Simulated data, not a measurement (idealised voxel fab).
process module | voxel self aligned contacts
cross-section cut | 195 nm wide | cells 5 nm
A cross-section is a grid of square cells, given in bands from the top down. A band is one or more rows of cells.
Each band's line starts with the height of the band's top and of its bottom, in nm. Then come its materials from left to right, each with its width in nm. One material with "throughout" fills the band from edge to edge. "air" is empty space.
Height 0 is the level under which the wafer as received is all one material. The lowest band goes on downwards, as in "0 down".
A width such as "30 to 40" changes by the same amount from each row of cells to the next, from the band's top row to its bottom row.
"no change" after a step means that no cell of the cross-section changed.
closed voids: empty space of 8 cells or more with no open way to the top, each as width x height at its distance from the left edge, in nm
after a step's settings: what the simulator itself notes on the step
overlay nm, on a step with a mask: how far to the right of its planned place the mask lay; to the left if negative
plan
1 op RECEIVE | material Si
2 op OXIDIZE | depth nm 5
3 op DIRECTIONAL_DEP | material polySi | thk nm 20
4 op DIRECTIONAL_DEP | material SiN | thk nm 20
5 op DIRECTIONAL_DEP | material aC | thk nm 15
6 op PATTERN | tone cover | mask id GATE | material resist | width nm 25 | pitch nm 65 | thk nm 30 | overlay nm 0
7 op DIRECTIONAL_ETCH | etch materials aC | depth nm 15
8 op STRIP | etch materials resist
9 op DIRECTIONAL_ETCH | etch materials SiN | depth nm 20
10 op DIRECTIONAL_ETCH | etch materials polySi | depth nm 20
11 op STRIP | etch materials aC
12 op CONFORMAL_DEP | material SiN | thk nm 10
13 op DIRECTIONAL_ETCH | etch materials SiN | depth nm 10
14 op FILL_DEP | material SiO2 | thk nm 20
15 op CMP | height nm 50
16 op PATTERN | tone open | mask id CONTACT | material resist | width nm 50 | pitch nm 65 | thk nm 20 | overlay nm 0
17 op DIRECTIONAL_ETCH | etch materials SiO2 | depth nm 55
18 op STRIP | etch materials resist
19 op CONFORMAL_DEP | material TiN | thk nm 5
20 op FILL_DEP | material Ru | thk nm 5
21 op CMP | height nm 50
22 op CONFORMAL_DEP | material SiCN | thk nm 5
varied across the wafers: thk nm of step 22. The plan shows the first wafer's value. All wafers start alike
first wafer as received, after step 1
  0 down: Si throughout
  closed voids: none
first wafer at the end, after step 22
  55 to 50: SiCN throughout
  50 to 40: SiO2 40 | TiN 5 to 20 | Ru 40 to 10 | TiN 5 to 20 | SiO2 15 | TiN 5 to 20 | Ru 40 to 10 | TiN 5 to 20 | SiO2 40
  40 to 20: SiO2 10 | SiN 45 | TiN 5 | Ru 10 | TiN 5 | SiN 45 | TiN 5 | Ru 10 | TiN 5 | SiN 45 | SiO2 10
  20 to 0: SiO2 10 | SiN 10 | polySi 25 | SiN 10 | TiN 5 | Ru 10 | TiN 5 | SiN 10 | polySi 25 | SiN 10 | TiN 5 | Ru 10 | TiN 5 | SiN 10 | polySi 25 | SiN 10 | SiO2 10
  0 to -5: SiO2 55 | TiN 20 | SiO2 45 | TiN 20 | SiO2 55
  -5 down: Si throughout
  closed voids: none
last wafer at the end
  70 to 50: SiCN throughout
  50 to 40: SiO2 40 | TiN 5 to 20 | Ru 40 to 10 | TiN 5 to 20 | SiO2 15 | TiN 5 to 20 | Ru 40 to 10 | TiN 5 to 20 | SiO2 40
  40 to 20: SiO2 10 | SiN 45 | TiN 5 | Ru 10 | TiN 5 | SiN 45 | TiN 5 | Ru 10 | TiN 5 | SiN 45 | SiO2 10
  20 to 0: SiO2 10 | SiN 10 | polySi 25 | SiN 10 | TiN 5 | Ru 10 | TiN 5 | SiN 10 | polySi 25 | SiN 10 | TiN 5 | Ru 10 | TiN 5 | SiN 10 | polySi 25 | SiN 10 | SiO2 10
  0 to -5: SiO2 55 | TiN 20 | SiO2 45 | TiN 20 | SiO2 55
  -5 down: Si throughout
  closed voids: none
each wafer at the end: cells of each material gained (+) or lost (-) since it was received, then its closed voids
thk nm 5 | +52 Ru | -39 Si | +39 SiCN | +156 SiN | +101 SiO2 | +60 TiN | +60 polySi | closed voids: none
thk nm 10 | +52 Ru | -39 Si | +78 SiCN | +156 SiN | +101 SiO2 | +60 TiN | +60 polySi | closed voids: none
thk nm 15 | +52 Ru | -39 Si | +117 SiCN | +156 SiN | +101 SiO2 | +60 TiN | +60 polySi | closed voids: none
thk nm 20 | +52 Ru | -39 Si | +156 SiCN | +156 SiN | +101 SiO2 | +60 TiN | +60 polySi | closed voids: none
